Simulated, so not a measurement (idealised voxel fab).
Title: Process Module voxel capacitor over wiring
The cross-section on display is named cut; it measures 255 nm wide, and its cells are 5 nm squares.
Just so we're on the same page, the cross-sections are grids of square cells, and they're listed out in bands top to bottom, each band one or more rows deep.
A band entry consists of two parts. The first gives the height of the band's top and the height of its bottom, in nm. The rest lists the band's materials from left to right, each with its width in nm. A single material labelled with the word "everywhere" fills the band from edge to edge, and the word "blank" marks empty space.
Note: height 0 marks the level under which the wafer is uniformly one material as received. Lowest band unbounded below, written "0 and below".
Note: "30 to 40" means the width goes from the first number (top row of the band) to the second number (bottom row) in equal steps per row of cells.
A step reported as "all unchanged" is a step in which no cell of the cross-section changed.
The entry titled "Listed closed voids" provides the empty spaces that have no open way to the top, restricted to those of 8 cells or more. Each is presented as width x height at distance, the distance being measured from the left edge, with all three in nm.
If you see something after the settings on a step's line, that's the simulator's own remark about that step.
overlay nm: step with mask; distance mask lay right of planned place; negative value = left of planned place.
**Process steps - plan**
| 1 | RECEIVE (material Si) |
| 2 | CONFORMAL_DEP (material SiO2; thk nm 10) |
| 3 | CONFORMAL_DEP (material SiN; thk nm 5) |
| 4 | DIRECTIONAL_DEP (material SiO2; thk nm 20) |
| 5 | PATTERN (tone open; mask id METAL_1; material resist; width nm 30; pitch nm 80; thk nm 15; overlay nm 0) |
| 6 | DIRECTIONAL_ETCH (etch materials SiO2; depth nm 20) |
| 7 | DIRECTIONAL_ETCH (etch materials SiN; depth nm 5) |
| 8 | STRIP (etch materials resist) |
| 9 | CONFORMAL_DEP (material TiN; thk nm 5) |
| 10 | FILL_DEP (material Ru; thk nm 5) |
| 11 | CMP (height nm 35) |
| 12 | EPI (material Ru; thk nm 5) |
| 13 | FILL_DEP (material SiCN; thk nm 5) |
| 14 | DIRECTIONAL_DEP (material lowk; thk nm 5) |
| 15 | PATTERN (tone open; mask id PLUG_1; material resist; width nm 15; thk nm 15; overlay nm 0) |
| 16 | DIRECTIONAL_ETCH (etch materials lowk; depth nm 10) |
| 17 | DIRECTIONAL_ETCH (etch materials SiCN; depth nm 5) |
| 18 | STRIP (etch materials resist) |
| 19 | EPI (material Ru; thk nm 10) |
| 20 | EPI (material Ru; thk nm 5) |
| 21 | DIRECTIONAL_DEP (material TiN; thk nm 5) |
| 22 | DIRECTIONAL_DEP (material SiN; thk nm 5) |
| 23 | DIRECTIONAL_DEP (material TiN; thk nm 10) |
| 24 | DIRECTIONAL_DEP (material aC; thk nm 10) |
| 25 | PATTERN (tone cover; mask id UPPER_PLATE; material resist; width nm 55; thk nm 25; overlay nm 0) |
| 26 | DIRECTIONAL_ETCH (etch materials aC; depth nm 10) |
| 27 | STRIP (etch materials resist) |
| 28 | DIRECTIONAL_ETCH (etch materials TiN; depth nm 10) |
| 29 | DIRECTIONAL_ETCH (etch materials SiN; depth nm 5) |
| 30 | STRIP (etch materials aC) |
| 31 | PATTERN (tone cover; mask id LOWER_PLATE; material resist; width nm 65; thk nm 20; overlay nm 0) |
| 32 | DIRECTIONAL_ETCH (etch materials TiN; depth nm 5) |
| 33 | STRIP (etch materials resist) |
| 34 | FILL_DEP (material SiO2; thk nm 15) |
| 35 | CMP (height nm 85) |
| 36 | DIRECTIONAL_DEP (material aC; thk nm 10) |
| 37 | PATTERN (tone open; mask id PLUG_2; material resist; width nm 15; thk nm 30; overlay nm 0) |
| 38 | DIRECTIONAL_ETCH (etch materials aC; depth nm 10) |
| 39 | STRIP (etch materials resist) |
| 40 | DIRECTIONAL_ETCH (etch materials SiO2; depth nm 10) |
| 41 | STRIP (etch materials aC) |
| 42 | CONFORMAL_DEP (material TiN; thk nm 5) |
| 43 | FILL_DEP (material Ru; thk nm 5) |
| 44 | CMP (height nm 85) |
| 45 | CONFORMAL_DEP (material SiN; thk nm 5) |
Where the wafers of this document differ is in the thk nm of step 14; they start out the same, and the plan states the value that applied to the first wafer.
**Sectional view: first of several wafers, as received, after step 1**
0 and below  Si everywhere
Listed closed voids: none
**For your reference, the table is organized with a row per wafer; each row reflects the wafer at the end of the module, indicating for each material the cells gained (+) or lost (-) since receipt, and thereafter its closed voids**
thk nm 5 | +60 Ru | +83 SiCN | +101 SiN | +558 SiO2 | +68 TiN | +48 lowk | Listed closed voids: none
thk nm 10 | +58 Ru | +83 SiCN | +101 SiN | +512 SiO2 | +68 TiN | +96 lowk | Listed closed voids: none
thk nm 15 | +48 Ru | +86 SiCN | +101 SiN | +469 SiO2 | +67 TiN | +147 lowk | Listed closed voids: none
thk nm 20 | +48 Ru | +86 SiCN | +101 SiN | +420 SiO2 | +65 TiN | +198 lowk | Listed closed voids: none
thk nm 25 | +48 Ru | +86 SiCN | +101 SiN | +378 SiO2 | +56 TiN | +249 lowk | Listed closed voids: none
